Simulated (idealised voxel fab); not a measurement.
Process module name: voxel gate over fins
Xsec cut, 255 nm wide, square cell size 5 nm.
A cross-section is a grid of square cells, given in bands from the top down. A band is one or more rows of cells.
In this notation a band is specified by the heights of its top and bottom, in that order and in nm, after which its materials appear from left to right, each paired with its width in nm. The word "full width" attached to a single material means that material fills the band from edge to edge; the word "empty" stands for empty space.
Height reference: 0 = level under which incoming wafer is all one material. Lowest band: no bottom, runs on downward, e.g. "0 down".
Per-row width for "30->40": begins at first number (top row of band), ends at second number (bottom row), increment between rows held constant.
For the purposes of this document, the phrase "no modification" attached to a step denotes that no cell within the cross-section was modified by that step.
"Fully sealed cavities" - sealed voids, min. 8 cells, no opening to top; format: width x height at distance (distance from left edge; nm throughout).
It should be noted that, on the line of a given step, the content following the step's settings is a remark produced by the simulator itself with respect to that step.
overlay nm: where the mask lay relative to plan, measured to the right, on steps with a mask; negatives go left.

Planned process steps:
- 1: RECEIVE: material Si
- 2: CONFORMAL_DEP: material SiN, thk nm 5
- 3: DIRECTIONAL_DEP: material aC, thk nm 15
- 4: PATTERN: tone cover, mask id FINS, material resist, width nm 15, pitch nm 45, thk nm 35, overlay nm -15
- 5: DIRECTIONAL_ETCH: etch materials aC, depth nm 15
- 6: STRIP: etch materials resist
- 7: DIRECTIONAL_ETCH: etch materials SiN, depth nm 5
- 8: DIRECTIONAL_ETCH: etch materials Si, depth nm 40
- 9: STRIP: etch materials aC
- 10: FILL_DEP: material SiO2, thk nm 10
- 11: CMP: height nm 5
- 12: SELECTIVE_ETCH: etch materials SiO2, depth nm 15
- 13: STRIP: etch materials SiN
- 14: CONFORMAL_DEP: material HfO2, thk nm 5
- 15: CONFORMAL_DEP: material TiN, thk nm 5
- 16: CONFORMAL_DEP: material TiAl, thk nm 5
- 17: CONFORMAL_DEP: material TiN, thk nm 5
- 18: FILL_DEP: material W, thk nm 10
- 19: CMP: height nm 25
- 20: CONFORMAL_DEP: material SiCN, thk nm 10
Where the wafers of this document differ is in the overlay nm of step 4; they start out the same, and the plan states the value that applied to the first wafer.

Cross-section: the first of several wafers in its as-received state, i.e. following step 1:
    0 down  Si full width
    Fully sealed cavities: none

Wafer rows, end of module: cells per material gained (+) or lost (-) since receipt; closed voids last:
overlay nm -15, +59 HfO2, -360 Si, +102 SiCN, +270 SiO2, +59 TiAl, +114 TiN, +113 W, Fully sealed cavities: none
overlay nm -10, +59 HfO2, -360 Si, +102 SiCN, +270 SiO2, +59 TiAl, +114 TiN, +113 W, Fully sealed cavities: none
overlay nm -5, +59 HfO2, -360 Si, +102 SiCN, +270 SiO2, +59 TiAl, +114 TiN, +113 W, Fully sealed cavities: none
overlay nm 0, +59 HfO2, -360 Si, +102 SiCN, +270 SiO2, +59 TiAl, +114 TiN, +113 W, Fully sealed cavities: none
overlay nm 5, +59 HfO2, -360 Si, +102 SiCN, +270 SiO2, +59 TiAl, +114 TiN, +113 W, Fully sealed cavities: none
overlay nm 10, +59 HfO2, -360 Si, +102 SiCN, +270 SiO2, +59 TiAl, +114 TiN, +113 W, Fully sealed cavities: none
overlay nm 15, +59 HfO2, -360 Si, +102 SiCN, +270 SiO2, +59 TiAl, +114 TiN, +113 W, Fully sealed cavities: none
